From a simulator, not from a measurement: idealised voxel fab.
Process module, titled voxel local oxidation
290 nm wide, 5 nm square cells: that's cross-section cut.
Bands, listed from the top down, are how a cross-section gets written in this document; the cross-section itself is a grid of square cells, and a band is one or more rows of them.
Each band's line starts with the height of the band's top and of its bottom, in nm. Then come its materials from left to right, each with its width in nm. One material with "everywhere" fills the band from edge to edge. "empty" is empty space.
Measure heights from 0. That's the level where, below it, the as-received wafer is all one material. The lowest band is bottomless and extends downward; write it as in "0..down".
Width: "30 to 40" (first number = top row, second number = bottom row, same change from row to row of cells).
Reading "no change" for a step: not a cell of the cross-section changed in it.
Entry "Unvented cavities". Content: empty spaces with no open connection to the top, size 8 cells or greater. Each: width x height at distance. Distance: from left edge. Unit: nm.
Where a step's line continues beyond its settings, the continuation is a remark by the simulator itself on that step.
overlay nm: on a step with a mask, how far right of its planned place the mask lay; negative means left.

# The planned process steps are enumerated hereunder
1 RECEIVE, material Si
2 CONFORMAL_DEP, material SiO2, thk nm 5
3 CONFORMAL_DEP, material SiN, thk nm 10
4 MASKED_ETCH, tone cover, mask id ACTIVE, width nm 100, pitch nm 140, etch materials SiN, depth nm 10, overlay nm 0
5 SELECTIVE_ETCH, etch materials SiO2, depth nm 5
6 OXIDIZE, depth nm 15
7 STRIP, etch materials SiN

# Cross-section of the incoming wafer, state after step 1
* 0..down  Si everywhere
* Unvented cavities: none

# a wafer at the end: this start, this plan, one mistake
* 15..5  25 nm empty | 100 nm SiN | 40 nm empty | 100 nm SiN | 25 nm empty
* 5..0  30 nm empty | 90 nm SiO2 | 50 nm empty | 90 nm SiO2 | 30 nm empty
* 0..-15  45 nm SiO2 | 60 nm Si | 80 nm SiO2 | 60 nm Si | 45 nm SiO2
* -15..down  Si everywhere
* Unvented cavities: none
So what did we get wrong on this run? the plan's step 7 went unexecuted, having been skipped
